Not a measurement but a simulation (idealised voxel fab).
The process module presented herein is designated voxel tone inversion.
Pictured: cross-section cut, 165 nm wide, on a grid of 5 nm square cells.
Heads up, the way a cross-section reads in here is a grid of square cells, handed over as bands from the top down, with every band being one or more rows of cells. Heights first: top, then bottom, in nm. Then materials, left to right, each with a width in nm. "full width" on a single material: fills the band edge to edge. "empty": empty space. It should be noted that heights are counted from 0, beneath which the wafer as supplied is of one material throughout, and that the lowest band possesses no lower boundary but continues downward, as written in "0 -> down". The notation "30->40" denotes a width that varies across the rows of cells in the band, beginning at the first number in the top row, finishing at the second number in the bottom row, and changing by an identical amount from each row to the next. Given "no change" for a step, no cell of the cross-section differs between before and after that step. Entry "Sealed voids". Content: empty spaces with no open connection to the top, size 8 cells or greater. Each: width x height at distance. Distance: from left edge. Unit: nm. Where a step's line continues beyond its settings, the continuation is a remark by the simulator itself on that step. The optional step-line setting "overlay nm" applies to steps with a mask and quantifies how far to the right of its planned location the mask lay, a negative value indicating leftward placement.

THESE ARE THE STEPS WE PLANNED FOR THE PROCESS
1,RECEIVE, material Si
2,CONFORMAL_DEP, material SiCN, thk nm 5
3,DIRECTIONAL_DEP, material polySi, thk nm 15
4,PATTERN, tone cover, mask id POSTS, material resist, width nm 15, pitch nm 40, thk nm 20, overlay nm 0
5,DIRECTIONAL_ETCH, etch materials polySi, depth nm 15
6,STRIP, etch materials resist
7,FILL_DEP, material SiO2, thk nm 5
8,CMP, height nm 20
9,STRIP, etch materials polySi

WHAT FOLLOWS COVERS THE FIRST OF TWO WAFERS; IT RAN AS PLANNED

SO THIS IS THE INCOMING WAFER IN CROSS-SECTION - IT'S ALREADY BEEN THROUGH STEP 1
	0 -> down | Si full width
	Sealed voids: none

WAFER XSEC, POST STEP 2
	5 -> 0 | SiCN full width
	Heights below 0 show no change.

WAFER XSEC, POST STEP 3
	20 -> 5 | polySi full width
	Heights below 5 show no change.

WAFER XSEC, POST STEP 4
	40 -> 20 | 55 of empty, 15 of resist, 25 of empty, 15 of resist, 55 of empty
	Heights below 20 show no change.

WAFER XSEC, POST STEP 5
	40 -> 20 | 55 of empty, 15 of resist, 25 of empty, 15 of resist, 55 of empty
	20 -> 5 | 55 of empty, 15 of polySi, 25 of empty, 15 of polySi, 55 of empty
	Heights below 5 show no change.

WAFER XSEC, POST STEP 6
	20 -> 5 | 55 of empty, 15 of polySi, 25 of empty, 15 of polySi, 55 of empty
	Heights below 5 show no change.

WAFER XSEC, POST STEP 7
	25 -> 20 | SiO2 full width
	20 -> 5 | 55 of SiO2, 15 of polySi, 25 of SiO2, 15 of polySi, 55 of SiO2
	Heights below 5 show no change.

WAFER XSEC, POST STEP 8
	20 -> 5 | 55 of SiO2, 15 of polySi, 25 of SiO2, 15 of polySi, 55 of SiO2
	Heights below 5 show no change.

WAFER XSEC, POST STEP 9
	20 -> 5 | 55 of SiO2, 15 of empty, 25 of SiO2, 15 of empty, 55 of SiO2
	Heights below 5 show no change.

THE REMAINING WAFER, SECOND OF THE TWO, STARTED LIKE THE FIRST AND WAS RUN TO THE SAME PLAN, EXCEPT THAT ONE MISTAKE WAS MADE ALONG THE WAY; THE TWO COINCIDE THROUGH STEP 7, INCLUSIVE

LOOK AT THE SECOND WAFER IN CROSS-SECTION AT THE TIME STEP 8 OUGHT TO HAVE FINISHED
	10 -> 5 | 55 of SiO2, 15 of polySi, 25 of SiO2, 15 of polySi, 55 of SiO2
	Heights below 5 show no change.

LOOK AT THE SECOND WAFER IN CROSS-SECTION AT THE TIME STEP 9 OUGHT TO HAVE FINISHED
	10 -> 5 | 55 of SiO2, 15 of empty, 25 of SiO2, 15 of empty, 55 of SiO2
	Heights below 5 show no change.
Short version of what went wrong: off-plan run, step 8, actual operation and settings CMP, height nm 10
Final cells, second wafer relative to first, materials higher or lower: 54 fewer of SiO2
